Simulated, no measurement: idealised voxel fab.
Process module in this document: voxel released beams
cross-section cut | 290 nm wide | cells 5 nm
Bands, listed from the top down, are how a cross-section gets written in this document; the cross-section itself is a grid of square cells, and a band is one or more rows of them. A band entry consists of two parts. The first gives the height of the band's top and the height of its bottom, in nm. The rest lists the band's materials from left to right, each with its width in nm. A single material labelled with the word "edge to edge" fills the band from edge to edge, and the word "blank" marks empty space. Height 0 is the level under which the wafer as received is all one material. The lowest band goes on downwards, as in "0 -> down". You'd read "30..40" like this: the band's top row of cells is as wide as the first number, its bottom row is as wide as the second, and going down, every row changes width by the same amount as the row before did. When a step is marked "remained unchanged", none of the cells in the cross-section changed during that step. Entry "Cavities, sealed" = empty spaces >= 8 cells with no open way to the top; each as width x height at distance, distance from left edge, all nm. The remark found on a step's line after its settings is issued by the simulator itself and pertains to that step. When a step includes a mask, the "overlay nm" setting on its line states how far to the right of its planned place that mask lay, and negative values state how far to the left.

# Listed below are the process steps as planned
1: RECEIVE,material Si
2: CONFORMAL_DEP,material Al2O3,thk nm 10
3: DIRECTIONAL_DEP,material SiO2,thk nm 20
4: DIRECTIONAL_DEP,material aC,thk nm 10
5: PATTERN,tone open,mask id ANCHOR,material resist,width nm 40,thk nm 30,overlay nm 0
6: DIRECTIONAL_ETCH,etch materials aC,depth nm 10
7: STRIP,etch materials resist
8: DIRECTIONAL_ETCH,etch materials SiO2,depth nm 20
9: STRIP,etch materials aC
10: CONFORMAL_DEP,material SiN,thk nm 15
11: PATTERN,tone cover,mask id BEAM,material resist,width nm 115,thk nm 15,overlay nm 0
12: DIRECTIONAL_ETCH,etch materials SiN,depth nm 15
13: STRIP,etch materials resist
14: STRIP,etch materials SiO2

# first wafer, as planned

# Cross-section of the incoming wafer, state after step 1
* 0 -> down  Si edge to edge
* Cavities, sealed: none

# Step 2 done - wafer cross-section
* 10 -> 0  Al2O3 edge to edge
* For the remainder of the cross-section, below 0, there is no change.

# Step 3 done - wafer cross-section
* 30 -> 10  SiO2 edge to edge
* For the remainder of the cross-section, below 10, there is no change.

# Step 4 done - wafer cross-section
* 40 -> 30  aC edge to edge
* For the remainder of the cross-section, below 30, there is no change.

# Step 5 done - wafer cross-section
* 70 -> 40  90 of resist, 40 of blank, 160 of resist
* For the remainder of the cross-section, below 40, there is no change.

# Step 6 done - wafer cross-section
* 60 -> 40  90 of resist, 40 of blank, 160 of resist
* 40 -> 30  90 of aC, 40 of blank, 160 of aC
* For the remainder of the cross-section, below 30, there is no change.

# Step 7 done - wafer cross-section
* 40 -> 30  90 of aC, 40 of blank, 160 of aC
* For the remainder of the cross-section, below 30, there is no change.

# Step 8 done - wafer cross-section
* 40 -> 30  90 of aC, 40 of blank, 160 of aC
* 30 -> 10  90 of SiO2, 40 of blank, 160 of SiO2
* For the remainder of the cross-section, below 10, there is no change.

# Step 9 done - wafer cross-section
* 30 -> 10  90 of SiO2, 40 of blank, 160 of SiO2
* For the remainder of the cross-section, below 10, there is no change.

# Step 10 done - wafer cross-section
* 45 -> 30  105 of SiN, 10 of blank, 175 of SiN
* 30 -> 25  90 of SiO2, 15 of SiN, 10 of blank, 15 of SiN, 160 of SiO2
* 25 -> 10  90 of SiO2, 40 of SiN, 160 of SiO2
* For the remainder of the cross-section, below 10, there is no change.

# Step 11 done - wafer cross-section
* 60 -> 45  85 of blank, 115 of resist, 90 of blank
* 45 -> 30  105 of SiN, 10 of resist, 175 of SiN
* 30 -> 25  90 of SiO2, 15 of SiN, 10 of resist, 15 of SiN, 160 of SiO2
* For the remainder of the cross-section, below 25, there is no change.

# Step 12 done - wafer cross-section
* 60 -> 45  85 of blank, 115 of resist, 90 of blank
* 45 -> 30  85 of blank, 20 of SiN, 10 of resist, 85 of SiN, 90 of blank
* For the remainder of the cross-section, below 30, there is no change.

# Step 13 done - wafer cross-section
* 45 -> 30  85 of blank, 20 of SiN, 10 of blank, 85 of SiN, 90 of blank
* 30 -> 25  90 of SiO2, 15 of SiN, 10 of blank, 15 of SiN, 160 of SiO2
* For the remainder of the cross-section, below 25, there is no change.

# Step 14 done - wafer cross-section
* 45 -> 30  85 of blank, 20 of SiN, 10 of blank, 85 of SiN, 90 of blank
* 30 -> 25  90 of blank, 15 of SiN, 10 of blank, 15 of SiN, 160 of blank
* 25 -> 10  90 of blank, 40 of SiN, 160 of blank
* For the remainder of the cross-section, below 10, there is no change.

# The second wafer began exactly as the first did and followed the same plan, but one mistake was made while running it; through step 9 inclusive, the two wafers are identical

# The second wafer cut through, at the time step 10 was supposed to be finished
* 60 -> 30  SiN edge to edge
* 30 -> 10  90 of SiO2, 40 of SiN, 160 of SiO2
* For the remainder of the cross-section, below 10, there is no change.

# The second wafer cut through, at the time step 11 was supposed to be finished
* 75 -> 60  85 of blank, 115 of resist, 90 of blank
* For the remainder of the cross-section, below 60, there is no change.

# The second wafer cut through, at the time step 12 was supposed to be finished
* 75 -> 60  85 of blank, 115 of resist, 90 of blank
* 60 -> 45  85 of blank, 115 of SiN, 90 of blank
* For the remainder of the cross-section, below 45, there is no change.

# The second wafer cut through, at the time step 13 was supposed to be finished
* 60 -> 45  85 of blank, 115 of SiN, 90 of blank
* For the remainder of the cross-section, below 45, there is no change.

The second wafer cut through, at the time step 14 was supposed to be finished: remained unchanged
Deviation noted in wafer processing: twice over, step 10 of the plan was run
The final cell counts differ between the wafers, with the second having more or fewer of some materials than the first: +182 SiN | +200 SiO2
